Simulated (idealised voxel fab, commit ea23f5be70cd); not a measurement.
Process module name: voxel self aligned vias
Xsec cut, 275 nm wide, square cell size 5 nm.
Cross-section format: a grid of square cells, given as bands from top to bottom; each band is one or more rows of cells.
Top, bottom (nm), then materials left to right with widths (nm); lone material tagged "throughout" fills the whole band edge to edge; "empty" = empty space.
A quick word on heights: they are counted from 0, and under that level the wafer as it came to us is one material throughout. The lowest band is different from the rest in having no bottom; it simply continues downward, written as in "0 and below".
A width given as "30->40" starts at the first number in the band's top row and ends at the second number in its bottom row, shifting by an equal amount at every step from row to row.
No cell of the cross-section changed in a step that is given as "everything unchanged".
Voids not open to the top, 8 cells minimum: see "Trapped void list". Written width x height at distance; distance is from the left edge; nm.
On a step's line, text after the settings is the simulator commenting on that step.
overlay nm: mask right of planned place by this much (step with mask). Neg. = left.

### The following list gives the planned process steps
1 RECEIVE | material Si
2 CONFORMAL_DEP | material SiO2 | thk nm 10
3 CONFORMAL_DEP | material SiCN | thk nm 5
4 DIRECTIONAL_DEP | material lowk | thk nm 20
5 DIRECTIONAL_DEP | material aC | thk nm 15
6 PATTERN | tone open | mask id LINES | material resist | width nm 25 | pitch nm 60 | thk nm 35 | overlay nm 0
7 DIRECTIONAL_ETCH | etch materials aC | depth nm 15
8 STRIP | etch materials resist
9 DIRECTIONAL_ETCH | etch materials lowk | depth nm 20
10 STRIP | etch materials aC
11 CONFORMAL_DEP | material TiN | thk nm 5
12 FILL_DEP | material W | thk nm 5
13 CMP | height nm 35
14 SELECTIVE_ETCH | etch materials W Ru TiN | depth nm 5
15 FILL_DEP | material SiN | thk nm 10
16 CMP | height nm 35
17 DIRECTIONAL_DEP | material lowk | thk nm 20
18 PATTERN | tone open | mask id VIAS | material resist | width nm 35 | pitch nm 120 | thk nm 20 | overlay nm 0
19 DIRECTIONAL_ETCH | etch materials lowk | depth nm 20
20 DIRECTIONAL_ETCH | etch materials SiN | depth nm 5
21 STRIP | etch materials resist
22 CONFORMAL_DEP | material TiN | thk nm 5
23 FILL_DEP | material W | thk nm 10
24 CMP | height nm 55
25 CONFORMAL_DEP | material SiCN | thk nm 5

### Cross-section: wafer on arrival = after step 1
* 0 and below: Si throughout
* Trapped void list: none

### The following cross-section depicts the wafer upon conclusion of the module. Processing commenced from the starting condition illustrated above and adhered to the plan illustrated above, save for one mistake in execution
* 60 down to 55: SiCN throughout
* 55 down to 40: 65 nm lowk / 5 nm TiN / 20 nm W / 5 nm TiN / 90 nm lowk / 5 nm TiN / 20 nm W / 5 nm TiN / 60 nm lowk
* 40 down to 35: 65 nm lowk / 5 nm TiN / 15 nm W / 10 nm TiN / 90 nm lowk / 5 nm TiN / 15 nm W / 10 nm TiN / 60 nm lowk
* 35 down to 30: 65 nm lowk / 25 nm TiN / 35 nm lowk / 25 nm SiN / 35 nm lowk / 25 nm TiN / 65 nm lowk
* 30 down to 20: 65 nm lowk / 5 nm TiN / 15 nm W / 5 nm TiN / 35 nm lowk / 5 nm TiN / 15 nm W / 5 nm TiN / 35 nm lowk / 5 nm TiN / 15 nm W / 5 nm TiN / 65 nm lowk
* 20 down to 15: 65 nm lowk / 25 nm TiN / 35 nm lowk / 25 nm TiN / 35 nm lowk / 25 nm TiN / 65 nm lowk
* 15 down to 10: SiCN throughout
* 10 down to 0: SiO2 throughout
* 0 and below: Si throughout
* Trapped void list: none
Heads up, the wafer didn't run the way we planned it: step 18: run off-plan, actual operation and settings PATTERN | tone open | mask id VIAS | material resist | width nm 30 | pitch nm 120 | thk nm 20 | overlay nm 0
